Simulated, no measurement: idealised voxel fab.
The following process module bears the name voxel ribs on slabs.
The width of the displayed cross-section, cut, is 190 nm; its cells are square, with a size of 5 nm.
We lay out every cross-section as a grid of square cells and spell it out in bands from the top down, where one band means one or more rows of cells.
Each band's line starts with the height of the band's top and of its bottom, in nm. Then come its materials from left to right, each with its width in nm. One material with "edge to edge" fills the band from edge to edge. "empty" is empty space.
Ref level 0: as-received wafer is one material below here. Bottom band extends down with no lower bound ("0 -> down").
With a width like "30->40", each row of cells in the band differs from the next by the same amount, the top row carrying the first number and the bottom row the second.
When a step is marked "nothing was modified", none of the cells in the cross-section changed during that step.
Entry "Sealed void listing". Content: empty spaces with no open connection to the top, size 8 cells or greater. Each: width x height at distance. Distance: from left edge. Unit: nm.
What comes after the settings on a step's line is commentary from the simulator itself on that step.
The line of a step may include "overlay nm". On a step with a mask, this value is how far to the right of its planned place the mask lay. A negative value means the mask lay to the left.

## The steps planned for the process are as follows
1 RECEIVE | material Si
2 DIRECTIONAL_DEP | material SiO2 | thk nm 30
3 DIRECTIONAL_DEP | material polySi | thk nm 20
4 PATTERN | tone cover | mask id RIB | material resist | width nm 30 | thk nm 20 | overlay nm 0
5 DIRECTIONAL_ETCH | etch materials polySi | depth nm 15
6 STRIP | etch materials resist
7 PATTERN | tone cover | mask id SLAB | material resist | width nm 80 | thk nm 15 | overlay nm 0
8 DIRECTIONAL_ETCH | etch materials polySi | depth nm 5
9 STRIP | etch materials resist
10 FILL_DEP | material SiO2 | thk nm 20
11 CMP | height nm 60
12 DIRECTIONAL_DEP | material W | thk nm 5
13 MASKED_ETCH | tone cover | mask id HEATER | width nm 40 | etch materials W | depth nm 5 | overlay nm 0
14 CONFORMAL_DEP | material SiO2 | thk nm 5

## This is the cross-section of the wafer as we received it, i.e. after step 1
* 0 -> down | Si edge to edge
* Sealed void listing: none

## first wafer at the end, as planned
* 70 -> 65 | empty 70 nm, SiO2 50 nm, empty 70 nm
* 65 -> 60 | SiO2 75 nm, W 40 nm, SiO2 75 nm
* 60 -> 50 | SiO2 edge to edge
* 50 -> 35 | SiO2 80 nm, polySi 30 nm, SiO2 80 nm
* 35 -> 30 | SiO2 55 nm, polySi 80 nm, SiO2 55 nm
* 30 -> 0 | SiO2 edge to edge
* 0 -> down | Si edge to edge
* Sealed void listing: none

## Cross-section of the latter of the two wafers at module completion. It had an identical start and an identical plan to the former; in running it, one mistake was made
* 65 -> 60 | empty 75 nm, W 40 nm, empty 75 nm
* 60 -> 50 | SiO2 edge to edge
* 50 -> 35 | SiO2 80 nm, polySi 30 nm, SiO2 80 nm
* 35 -> 30 | SiO2 55 nm, polySi 80 nm, SiO2 55 nm
* 30 -> 0 | SiO2 edge to edge
* 0 -> down | Si edge to edge
* Sealed void listing: none
What broke from the plan during processing? step 14 of the plan never got run, it was skipped over
Final wafer comparison in cells, second versus first, more or fewer per material: SiO2 -40
